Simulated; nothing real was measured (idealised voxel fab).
process module | voxel transistor to metal
cross-section cut | 215 nm wide | cells 5 nm
A cross-section is a grid of square cells, given in bands from the top down. A band is one or more rows of cells.
Each band's line starts with the height of the band's top and of its bottom, in nm. Then come its materials from left to right, each with its width in nm. One material with "throughout" fills the band from edge to edge. "air" is empty space.
Height 0 is the level under which the wafer as received is all one material. The lowest band goes on downwards, as in "0 down".
A width such as "30 to 40" changes by the same amount from each row of cells to the next, from the band's top row to its bottom row.
"no change" after a step means that no cell of the cross-section changed.
closed voids: empty space of 8 cells or more with no open way to the top, each as width x height at its distance from the left edge, in nm
after a step's settings: what the simulator itself notes on the step
overlay nm, on a step with a mask: how far to the right of its planned place the mask lay; to the left if negative
plan
1 op RECEIVE | material Si
2 op OXIDIZE | depth nm 5
3 op CONFORMAL_DEP | material SiN | thk nm 15
4 op MASKED_ETCH | tone cover | mask id ACTIVE | width nm 105 | etch materials SiN | depth nm 15 | overlay nm 0
5 op MASKED_ETCH | tone cover | mask id ACTIVE | width nm 105 | etch materials SiO2 | depth nm 5 | overlay nm 0
6 op MASKED_ETCH | tone cover | mask id ACTIVE | width nm 105 | etch materials Si | depth nm 25 | overlay nm 0
7 op OXIDIZE | depth nm 5
8 op FILL_DEP | material SiO2 | thk nm 15
9 op CMP | height nm 15
10 op SELECTIVE_ETCH | etch materials SiO2 | depth nm 10
11 op STRIP | etch materials SiN
12 op SELECTIVE_ETCH | etch materials SiO2 | depth nm 5
13 op OXIDIZE | depth nm 5
14 op DIRECTIONAL_DEP | material polySi | thk nm 25
15 op DIRECTIONAL_DEP | material SiCN | thk nm 10
16 op PATTERN | tone cover | mask id GATE | material resist | width nm 15 | thk nm 15 | overlay nm 0
17 op DIRECTIONAL_ETCH | etch materials SiCN | depth nm 20
18 op DIRECTIONAL_ETCH | etch materials polySi | depth nm 35
19 op STRIP | etch materials resist
20 op CONFORMAL_DEP | material SiO2 | thk nm 5
21 op DIRECTIONAL_ETCH | etch materials SiO2 | depth nm 5
22 op CONFORMAL_DEP | material SiN | thk nm 10
23 op DIRECTIONAL_ETCH | etch materials SiN | depth nm 10
24 op DIRECTIONAL_ETCH | etch materials SiO2 | depth nm 5
25 op DIRECTIONAL_ETCH | etch materials Si | depth nm 5
26 op EPI | material nSi | thk nm 10
27 op FILL_DEP | material SiO2 | thk nm 10
28 op CMP | height nm 30
29 op DIRECTIONAL_DEP | material SiO2 | thk nm 10
30 op MASKED_ETCH | tone open | mask id CONTACT | width nm 20 | pitch nm 75 | etch materials SiO2 | depth nm 40 | overlay nm 0
31 op CONFORMAL_DEP | material TiN | thk nm 5
32 op FILL_DEP | material W | thk nm 10
33 op CMP | height nm 40
34 op DIRECTIONAL_DEP | material TiN | thk nm 5
35 op DIRECTIONAL_DEP | material W | thk nm 15
36 op MASKED_ETCH | tone cover | mask id METAL_1 | width nm 20 | pitch nm 75 | etch materials W | depth nm 15 | overlay nm 0
37 op MASKED_ETCH | tone cover | mask id METAL_1 | width nm 20 | pitch nm 75 | etch materials TiN | depth nm 5 | overlay nm 0
38 op CONFORMAL_DEP | material SiN | thk nm 5
39 op FILL_DEP | material lowk | thk nm 10
40 op CMP | height nm 60
41 op CONFORMAL_DEP | material SiCN | thk nm 5
42 op DIRECTIONAL_DEP | material SiO2 | thk nm 35
43 op PATTERN | tone open | mask id METAL_2_HOLES | material resist | width nm 15 | pitch nm 75 | thk nm 20 | overlay nm 0
44 op DIRECTIONAL_ETCH | etch materials SiO2 | depth nm 35
45 op STRIP | etch materials resist
46 op DIRECTIONAL_DEP | material aC | thk nm 15
47 op PATTERN | tone open | mask id METAL_2 | material resist | width nm 20 | pitch nm 75 | thk nm 30 | overlay nm 0
48 op DIRECTIONAL_ETCH | etch materials aC | depth nm 15
49 op STRIP | etch materials resist
50 op DIRECTIONAL_ETCH | etch materials SiO2 | depth nm 20
51 op DIRECTIONAL_ETCH | etch materials SiCN | depth nm 5
52 op STRIP | etch materials aC
53 op CONFORMAL_DEP | material TiN | thk nm 5
54 op FILL_DEP | material Ru | thk nm 10
55 op CMP | height nm 100
56 op CONFORMAL_DEP | material SiN | thk nm 5
as received, after step 1
  0 down: Si throughout
  closed voids: none
a wafer at the end: this start, this plan, one mistake
  105 to 100: SiN throughout
  100 to 85: SiO2 60 | TiN 5 | Ru 10 | TiN 5 | SiO2 55 | TiN 5 | Ru 10 | TiN 5 | SiO2 60
  85 to 80: SiO2 60 | TiN 5 | Ru 5 | TiN 10 | SiO2 55 | TiN 5 | Ru 5 | TiN 10 | SiO2 60
  80 to 65: SiO2 60 | TiN 5 | Ru 5 | TiN 5 | SiO2 60 | TiN 5 | Ru 5 | TiN 5 | SiO2 65
  65 to 60: SiCN 60 | TiN 15 | SiCN 60 | TiN 15 | SiCN 65
  60 to 45: lowk 55 | SiN 5 | W 20 | SiN 5 | lowk 45 | SiN 5 | W 20 | SiN 5 | lowk 55
  45 to 40: SiN 60 | TiN 20 | SiN 55 | TiN 20 | SiN 60
  40 to 30: SiO2 60 | TiN 5 | W 10 | TiN 5 | SiO2 55 | TiN 5 | W 10 | TiN 5 | SiO2 60
  30 to 20: SiO2 60 | TiN 5 | W 10 | TiN 5 | SiO2 5 | SiN 10 | SiO2 5 | SiCN 15 | SiO2 5 | SiN 10 | SiO2 5 | TiN 5 | W 10 | TiN 5 | SiO2 60
  20 to 5: SiO2 60 | TiN 5 | W 10 | TiN 5 | SiO2 5 | SiN 10 | SiO2 5 | polySi 15 | SiO2 5 | SiN 10 | SiO2 5 | TiN 5 | W 10 | TiN 5 | SiO2 60
  5 to 0: SiO2 60 | TiN 20 | SiO2 5 | SiN 10 | SiO2 5 | polySi 15 | SiO2 5 | SiN 10 | SiO2 5 | TiN 20 | SiO2 60
  0 to -5: SiO2 55 | SiN 10 | nSi 20 | SiN 10 | SiO2 5 | polySi 15 | SiO2 5 | SiN 10 | nSi 20 | SiN 10 | SiO2 55
  -5 to -10: SiO2 65 | nSi 20 | SiO2 45 | nSi 20 | SiO2 65
  -10 to -15: SiO2 60 | Si 5 | nSi 20 | Si 45 | nSi 20 | Si 5 | SiO2 60
  -15 to -60: SiO2 60 | Si 95 | SiO2 60
  -60 down: Si throughout
  closed voids: none
what went wrong: step 6 was run twice
